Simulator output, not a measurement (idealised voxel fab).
process module | voxel self aligned vias
cross-section cut | 250 nm wide | cells 5 nm
A cross-section is a grid of square cells, given in bands from the top down. A band is one or more rows of cells.
Each band's line starts with the height of the band's top and of its bottom, in nm. Then come its materials from left to right, each with its width in nm. One material with "throughout" fills the band from edge to edge. "air" is empty space.
Height 0 is the level under which the wafer as received is all one material. The lowest band goes on downwards, as in "0 down".
A width such as "30 to 40" changes by the same amount from each row of cells to the next, from the band's top row to its bottom row.
"no change" after a step means that no cell of the cross-section changed.
closed voids: empty space of 8 cells or more with no open way to the top, each as width x height at its distance from the left edge, in nm
after a step's settings: what the simulator itself notes on the step
overlay nm, on a step with a mask: how far to the right of its planned place the mask lay; to the left if negative
plan
1 op RECEIVE | material Si
2 op CONFORMAL_DEP | material SiO2 | thk nm 15
3 op CONFORMAL_DEP | material SiCN | thk nm 5
4 op DIRECTIONAL_DEP | material lowk | thk nm 25
5 op PATTERN | tone open | mask id LINES | material resist | width nm 20 | pitch nm 55 | thk nm 20 | overlay nm 0
6 op DIRECTIONAL_ETCH | etch materials lowk | depth nm 25
7 op STRIP | etch materials resist
8 op CONFORMAL_DEP | material TiN | thk nm 5
9 op FILL_DEP | material W | thk nm 5
10 op CMP | height nm 45
11 op SELECTIVE_ETCH | etch materials W Ru TiN | depth nm 5
12 op FILL_DEP | material SiN | thk nm 10
13 op CMP | height nm 45
14 op DIRECTIONAL_DEP | material lowk | thk nm 20
15 op DIRECTIONAL_DEP | material aC | thk nm 10
16 op PATTERN | tone open | mask id VIAS | material resist | width nm 40 | pitch nm 55 | thk nm 25 | overlay nm 0
17 op DIRECTIONAL_ETCH | etch materials aC | depth nm 10
18 op STRIP | etch materials resist
19 op DIRECTIONAL_ETCH | etch materials lowk | depth nm 20
20 op DIRECTIONAL_ETCH | etch materials SiN | depth nm 5
21 op STRIP | etch materials aC
22 op CONFORMAL_DEP | material TiN | thk nm 5
23 op FILL_DEP | material Ru | thk nm 10
24 op CMP | height nm 65
25 op CONFORMAL_DEP | material SiCN | thk nm 5
first wafer, as planned
as received, after step 1
  0 down: Si throughout
  closed voids: none
after step 2
  15 to 0: SiO2 throughout
  below 0: unchanged
after step 3
  20 to 15: SiCN throughout
  below 15: unchanged
after step 4
  45 to 20: lowk throughout
  below 20: unchanged
after step 5
  65 to 45: resist 60 | air 20 | resist 35 | air 20 | resist 35 | air 20 | resist 60
  below 45: unchanged
after step 6
  65 to 45: resist 60 | air 20 | resist 35 | air 20 | resist 35 | air 20 | resist 60
  45 to 20: lowk 60 | air 20 | lowk 35 | air 20 | lowk 35 | air 20 | lowk 60
  below 20: unchanged
after step 7
  45 to 20: lowk 60 | air 20 | lowk 35 | air 20 | lowk 35 | air 20 | lowk 60
  below 20: unchanged
after step 8
  50 to 45: TiN 65 | air 10 | TiN 45 | air 10 | TiN 45 | air 10 | TiN 65
  45 to 25: lowk 60 | TiN 5 | air 10 | TiN 5 | lowk 35 | TiN 5 | air 10 | TiN 5 | lowk 35 | TiN 5 | air 10 | TiN 5 | lowk 60
  25 to 20: lowk 60 | TiN 20 | lowk 35 | TiN 20 | lowk 35 | TiN 20 | lowk 60
  below 20: unchanged
after step 9
  55 to 50: W throughout
  50 to 45: TiN 65 | W 10 | TiN 45 | W 10 | TiN 45 | W 10 | TiN 65
  45 to 25: lowk 60 | TiN 5 | W 10 | TiN 5 | lowk 35 | TiN 5 | W 10 | TiN 5 | lowk 35 | TiN 5 | W 10 | TiN 5 | lowk 60
  below 25: unchanged
after step 10
  45 to 25: lowk 60 | TiN 5 | W 10 | TiN 5 | lowk 35 | TiN 5 | W 10 | TiN 5 | lowk 35 | TiN 5 | W 10 | TiN 5 | lowk 60
  below 25: unchanged
after step 11
  45 to 40: lowk 60 | air 20 | lowk 35 | air 20 | lowk 35 | air 20 | lowk 60
  below 40: unchanged
after step 12
  55 to 45: SiN throughout
  45 to 40: lowk 60 | SiN 20 | lowk 35 | SiN 20 | lowk 35 | SiN 20 | lowk 60
  below 40: unchanged
after step 13
  45 to 40: lowk 60 | SiN 20 | lowk 35 | SiN 20 | lowk 35 | SiN 20 | lowk 60
  below 40: unchanged
after step 14
  65 to 45: lowk throughout
  below 45: unchanged
after step 15
  75 to 65: aC throughout
  below 65: unchanged
after step 16
  100 to 75: resist 50 | air 40 | resist 15 | air 40 | resist 15 | air 40 | resist 50
  below 75: unchanged
after step 17
  90 to 75: resist 50 | air 40 | resist 15 | air 40 | resist 15 | air 40 | resist 50
  75 to 65: aC 50 | air 40 | aC 15 | air 40 | aC 15 | air 40 | aC 50
  below 65: unchanged
after step 18
  75 to 65: aC 50 | air 40 | aC 15 | air 40 | aC 15 | air 40 | aC 50
  below 65: unchanged
after step 19
  75 to 65: aC 50 | air 40 | aC 15 | air 40 | aC 15 | air 40 | aC 50
  65 to 45: lowk 50 | air 40 | lowk 15 | air 40 | lowk 15 | air 40 | lowk 50
  below 45: unchanged
after step 20
  75 to 65: aC 50 | air 40 | aC 15 | air 40 | aC 15 | air 40 | aC 50
  65 to 45: lowk 50 | air 40 | lowk 15 | air 40 | lowk 15 | air 40 | lowk 50
  45 to 40: lowk 60 | air 20 | lowk 35 | air 20 | lowk 35 | air 20 | lowk 60
  below 40: unchanged
after step 21
  65 to 45: lowk 50 | air 40 | lowk 15 | air 40 | lowk 15 | air 40 | lowk 50
  below 45: unchanged
after step 22
  70 to 65: TiN 55 | air 30 | TiN 25 | air 30 | TiN 25 | air 30 | TiN 55
  65 to 50: lowk 50 | TiN 5 | air 30 | TiN 5 | lowk 15 | TiN 5 | air 30 | TiN 5 | lowk 15 | TiN 5 | air 30 | TiN 5 | lowk 50
  50 to 45: lowk 50 | TiN 15 | air 10 | TiN 15 | lowk 15 | TiN 15 | air 10 | TiN 15 | lowk 15 | TiN 15 | air 10 | TiN 15 | lowk 50
  45 to 40: lowk 60 | TiN 20 | lowk 35 | TiN 20 | lowk 35 | TiN 20 | lowk 60
  below 40: unchanged
after step 23
  80 to 70: Ru throughout
  70 to 65: TiN 55 | Ru 30 | TiN 25 | Ru 30 | TiN 25 | Ru 30 | TiN 55
  65 to 50: lowk 50 | TiN 5 | Ru 30 | TiN 5 | lowk 15 | TiN 5 | Ru 30 | TiN 5 | lowk 15 | TiN 5 | Ru 30 | TiN 5 | lowk 50
  50 to 45: lowk 50 | TiN 15 | Ru 10 | TiN 15 | lowk 15 | TiN 15 | Ru 10 | TiN 15 | lowk 15 | TiN 15 | Ru 10 | TiN 15 | lowk 50
  below 45: unchanged
after step 24
  65 to 50: lowk 50 | TiN 5 | Ru 30 | TiN 5 | lowk 15 | TiN 5 | Ru 30 | TiN 5 | lowk 15 | TiN 5 | Ru 30 | TiN 5 | lowk 50
  below 50: unchanged
after step 25
  70 to 65: SiCN throughout
  below 65: unchanged
second wafer: like start, like plan, one mistake. Through step 2 it matches the first wafer
when step 3 should have ended
  40 to 15: lowk throughout
  below 15: unchanged
when step 4 should have ended
  45 to 40: SiCN throughout
  below 40: unchanged
when step 5 should have ended
  65 to 45: resist 60 | air 20 | resist 35 | air 20 | resist 35 | air 20 | resist 60
  below 45: unchanged
when step 6 should have ended: no change
when step 7 should have ended
  45 to 40: SiCN throughout
  below 40: unchanged
when step 8 should have ended
  50 to 45: TiN throughout
  below 45: unchanged
when step 9 should have ended
  55 to 50: W throughout
  below 50: unchanged
when step 10 should have ended
  45 to 40: SiCN throughout
  below 40: unchanged
when step 11 should have ended: no change
when step 12 should have ended
  55 to 45: SiN throughout
  below 45: unchanged
when step 13 should have ended
  45 to 40: SiCN throughout
  below 40: unchanged
when step 14 should have ended
  65 to 45: lowk throughout
  below 45: unchanged
when step 15 should have ended
  75 to 65: aC throughout
  below 65: unchanged
when step 16 should have ended
  100 to 75: resist 50 | air 40 | resist 15 | air 40 | resist 15 | air 40 | resist 50
  below 75: unchanged
when step 17 should have ended
  90 to 75: resist 50 | air 40 | resist 15 | air 40 | resist 15 | air 40 | resist 50
  75 to 65: aC 50 | air 40 | aC 15 | air 40 | aC 15 | air 40 | aC 50
  below 65: unchanged
when step 18 should have ended
  75 to 65: aC 50 | air 40 | aC 15 | air 40 | aC 15 | air 40 | aC 50
  below 65: unchanged
when step 19 should have ended
  75 to 65: aC 50 | air 40 | aC 15 | air 40 | aC 15 | air 40 | aC 50
  65 to 45: lowk 50 | air 40 | lowk 15 | air 40 | lowk 15 | air 40 | lowk 50
  below 45: unchanged
when step 20 should have ended: no change
when step 21 should have ended
  65 to 45: lowk 50 | air 40 | lowk 15 | air 40 | lowk 15 | air 40 | lowk 50
  below 45: unchanged
when step 22 should have ended
  70 to 65: TiN 55 | air 30 | TiN 25 | air 30 | TiN 25 | air 30 | TiN 55
  65 to 50: lowk 50 | TiN 5 | air 30 | TiN 5 | lowk 15 | TiN 5 | air 30 | TiN 5 | lowk 15 | TiN 5 | air 30 | TiN 5 | lowk 50
  50 to 45: lowk 50 | TiN 40 | lowk 15 | TiN 40 | lowk 15 | TiN 40 | lowk 50
  below 45: unchanged
when step 23 should have ended
  80 to 70: Ru throughout
  70 to 65: TiN 55 | Ru 30 | TiN 25 | Ru 30 | TiN 25 | Ru 30 | TiN 55
  65 to 50: lowk 50 | TiN 5 | Ru 30 | TiN 5 | lowk 15 | TiN 5 | Ru 30 | TiN 5 | lowk 15 | TiN 5 | Ru 30 | TiN 5 | lowk 50
  below 50: unchanged
when step 24 should have ended
  65 to 50: lowk 50 | TiN 5 | Ru 30 | TiN 5 | lowk 15 | TiN 5 | Ru 30 | TiN 5 | lowk 15 | TiN 5 | Ru 30 | TiN 5 | lowk 50
  below 50: unchanged
when step 25 should have ended
  70 to 65: SiCN throughout
  below 65: unchanged
what went wrong: steps 3 and 4 were swapped
at the end the second wafer has, in cells: 6 fewer of Ru | 36 fewer of TiN | 18 fewer of W | 60 more of lowk
